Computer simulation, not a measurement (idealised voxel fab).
process module | voxel capacitor over wiring
cross-section cut | 265 nm wide | cells 5 nm
A cross-section is a grid of square cells, given in bands from the top down. A band is one or more rows of cells.
Each band's line starts with the height of the band's top and of its bottom, in nm. Then come its materials from left to right, each with its width in nm. One material with "throughout" fills the band from edge to edge. "air" is empty space.
Height 0 is the level under which the wafer as received is all one material. The lowest band goes on downwards, as in "0 down".
A width such as "30 to 40" changes by the same amount from each row of cells to the next, from the band's top row to its bottom row.
"no change" after a step means that no cell of the cross-section changed.
closed voids: empty space of 8 cells or more with no open way to the top, each as width x height at its distance from the left edge, in nm
after a step's settings: what the simulator itself notes on the step
overlay nm, on a step with a mask: how far to the right of its planned place the mask lay; to the left if negative
plan
1 op RECEIVE | material Si
2 op CONFORMAL_DEP | material SiO2 | thk nm 15
3 op CONFORMAL_DEP | material SiN | thk nm 5
4 op DIRECTIONAL_DEP | material SiO2 | thk nm 25
5 op MASKED_ETCH | tone open | mask id METAL_1 | width nm 30 | pitch nm 90 | etch materials SiO2 | depth nm 25 | overlay nm 0
6 op MASKED_ETCH | tone open | mask id METAL_1 | width nm 30 | pitch nm 90 | etch materials SiN | depth nm 5 | overlay nm 0
7 op CONFORMAL_DEP | material TiN | thk nm 5
8 op FILL_DEP | material Cu | thk nm 10
9 op CMP | height nm 45
10 op CONFORMAL_DEP | material SiCN | thk nm 5
11 op DIRECTIONAL_DEP | material SiO2 | thk nm 15
12 op PATTERN | tone open | mask id PLUG_1 | material resist | width nm 15 | thk nm 15 | overlay nm 0
13 op DIRECTIONAL_ETCH | etch materials SiO2 | depth nm 15
14 op DIRECTIONAL_ETCH | etch materials SiCN | depth nm 5
15 op STRIP | etch materials resist
16 op EPI | material Ru | thk nm 10
17 op EPI | material Ru | thk nm 10
18 op DIRECTIONAL_DEP | material TiN | thk nm 5
19 op DIRECTIONAL_DEP | material HfO2 | thk nm 5
20 op DIRECTIONAL_DEP | material TiN | thk nm 10
21 op PATTERN | tone cover | mask id UPPER_PLATE | material resist | width nm 65 | thk nm 15 | overlay nm 0
22 op DIRECTIONAL_ETCH | etch materials TiN | depth nm 10
23 op DIRECTIONAL_ETCH | etch materials HfO2 | depth nm 5
24 op STRIP | etch materials resist
25 op PATTERN | tone cover | mask id LOWER_PLATE | material resist | width nm 75 | thk nm 15 | overlay nm 0
26 op DIRECTIONAL_ETCH | etch materials TiN | depth nm 5
27 op STRIP | etch materials resist
28 op FILL_DEP | material SiO2 | thk nm 15
29 op CMP | height nm 95
30 op PATTERN | tone open | mask id PLUG_2 | material resist | width nm 15 | thk nm 20 | overlay nm 0
31 op DIRECTIONAL_ETCH | etch materials SiO2 | depth nm 10
32 op STRIP | etch materials resist
33 op CONFORMAL_DEP | material TiN | thk nm 5
34 op FILL_DEP | material Cu | thk nm 10
35 op CMP | height nm 95
36 op CONFORMAL_DEP | material SiN | thk nm 5
as received, after step 1
  0 down: Si throughout
  closed voids: none
first wafer at the end, as planned
  100 to 95: SiN throughout
  95 to 90: SiO2 95 | TiN 5 | Cu 5 | TiN 5 | SiO2 155
  90 to 85: SiO2 95 | TiN 15 | SiO2 155
  85 to 75: SiO2 85 | TiN 65 | SiO2 115
  75 to 70: SiO2 85 | HfO2 65 | SiO2 115
  70 to 65: SiO2 80 | TiN 75 | SiO2 110
  65 to 50: SiO2 85 | Ru 15 | SiO2 165
  50 to 45: SiCN 85 | Ru 15 | SiCN 165
  45 to 20: SiO2 70 | TiN 5 | Cu 20 | TiN 5 | SiO2 60 | TiN 5 | Cu 20 | TiN 5 | SiO2 75
  20 to 15: SiN 70 | TiN 30 | SiN 60 | TiN 30 | SiN 75
  15 to 0: SiO2 throughout
  0 down: Si throughout
  closed voids: none
second wafer at the end: like start, like plan, one mistake
  100 to 95: SiN throughout
  95 to 90: SiO2 95 | TiN 5 | Cu 5 | TiN 5 | SiO2 155
  90 to 85: SiO2 95 | TiN 15 | SiO2 155
  85 to 75: SiO2 100 | TiN 50 | SiO2 115
  75 to 70: SiO2 100 | HfO2 50 | SiO2 115
  70 to 65: SiO2 80 | TiN 5 | SiO2 15 | TiN 55 | SiO2 110
  65 to 55: SiO2 85 | TiN 15 | SiO2 165
  55 to 50: SiO2 85 | HfO2 15 | SiO2 165
  50 to 45: SiCN 85 | TiN 15 | SiCN 165
  45 to 25: Cu 65 | TiN 5 | SiO2 30 | TiN 5 | Cu 50 | TiN 5 | SiO2 30 | TiN 5 | Cu 70
  25 to 20: TiN 70 | SiO2 30 | TiN 60 | SiO2 30 | TiN 75
  20 to 15: SiN throughout
  15 to 0: SiO2 throughout
  0 down: Si throughout
  closed voids: none
what went wrong: step 5 ran as: op MASKED_ETCH | tone cover | mask id METAL_1 | width nm 30 | pitch nm 90 | etch materials SiO2 | depth nm 25 | overlay nm 0
at the end the second wafer has, in cells: 108 more of Cu | 12 fewer of Ru | 12 more of SiN | 133 fewer of SiO2 | 25 more of TiN
